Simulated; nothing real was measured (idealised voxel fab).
The process module presented herein is designated voxel tone inversion.
Shown is cross-section cut, with a width of 205 nm and square cells of size 5 nm.
The cross-sections in this document take the form of a grid made of square cells. They are written out as bands, in order from top to bottom. Each band consists of one or more rows of cells. A band entry consists of two parts. The first gives the height of the band's top and the height of its bottom, in nm. The rest lists the band's materials from left to right, each with its width in nm. A single material labelled with the word "throughout" fills the band from edge to edge, and the word "empty" marks empty space. Where do heights start? At 0: under that level the wafer as delivered is made of one material only. And the lowest band has no floor; it just carries on downward, as in "top 0, no bottom". The two numbers in a width such as "30..40" mark its ends across the band: the first belongs to the top row of cells, the second to the bottom row, and from each row to the next the width moves by the same amount. Step note "no change occurred" = no cross-section cell changed. Entry "Completely enclosed voids" = empty spaces >= 8 cells with no open way to the top; each as width x height at distance, distance from left edge, all nm. What comes after the settings on a step's line is commentary from the simulator itself on that step. What "overlay nm" on a step's line means: if the step has a mask, that mask lay this far to the right of its planned place, or, when the value is negative, to the left.

These are the steps we planned for the process
1) RECEIVE | material Si
2) CONFORMAL_DEP | material SiCN | thk nm 5
3) DIRECTIONAL_DEP | material aC | thk nm 25
4) PATTERN | tone cover | mask id POSTS | material resist | width nm 25 | pitch nm 40 | thk nm 35 | overlay nm 0
5) DIRECTIONAL_ETCH | etch materials aC | depth nm 25
6) STRIP | etch materials resist
7) FILL_DEP | material lowk | thk nm 10
8) CMP | height nm 30
9) STRIP | etch materials aC
10) CONFORMAL_DEP | material TiN | thk nm 5
11) FILL_DEP | material Cu | thk nm 5
12) CMP | height nm 30
13) CONFORMAL_DEP | material SiN | thk nm 5

Cross-section of the incoming wafer, state after step 1
	top 0, no bottom: Si throughout
	Completely enclosed voids: none

First wafer of two, sectioned at end of module; run went per plan
	top 35, bottom 30: SiN throughout
	top 30, bottom 10: lowk 30, TiN 5, Cu 15, TiN 5, lowk 15, TiN 5, Cu 15, TiN 5, lowk 15, TiN 5, Cu 15, TiN 5, lowk 15, TiN 5, Cu 15, TiN 5, lowk 30
	top 10, bottom 5: lowk 30, TiN 25, lowk 15, TiN 25, lowk 15, TiN 25, lowk 15, TiN 25, lowk 30
	top 5, bottom 0: SiCN throughout
	top 0, no bottom: Si throughout
	Completely enclosed voids: none

Cross-sectional image of the second wafer of the two following completion of the module. Starting state and process plan were the same as for the first wafer; one execution error occurred
	top 35, bottom 30: SiCN throughout
	top 30, bottom 10: lowk 30, TiN 5, Cu 15, TiN 5, lowk 15, TiN 5, Cu 15, TiN 5, lowk 15, TiN 5, Cu 15, TiN 5, lowk 15, TiN 5, Cu 15, TiN 5, lowk 30
	top 10, bottom 5: lowk 30, TiN 25, lowk 15, TiN 25, lowk 15, TiN 25, lowk 15, TiN 25, lowk 30
	top 5, bottom 0: SiCN throughout
	top 0, no bottom: Si throughout
	Completely enclosed voids: none
Deviation noted in wafer processing: contrary to plan, step 13 was performed as CONFORMAL_DEP | material SiCN | thk nm 5
Count the cells at the end and the second wafer has more or fewer of some materials than the first: 41 more of SiCN, 41 fewer of SiN
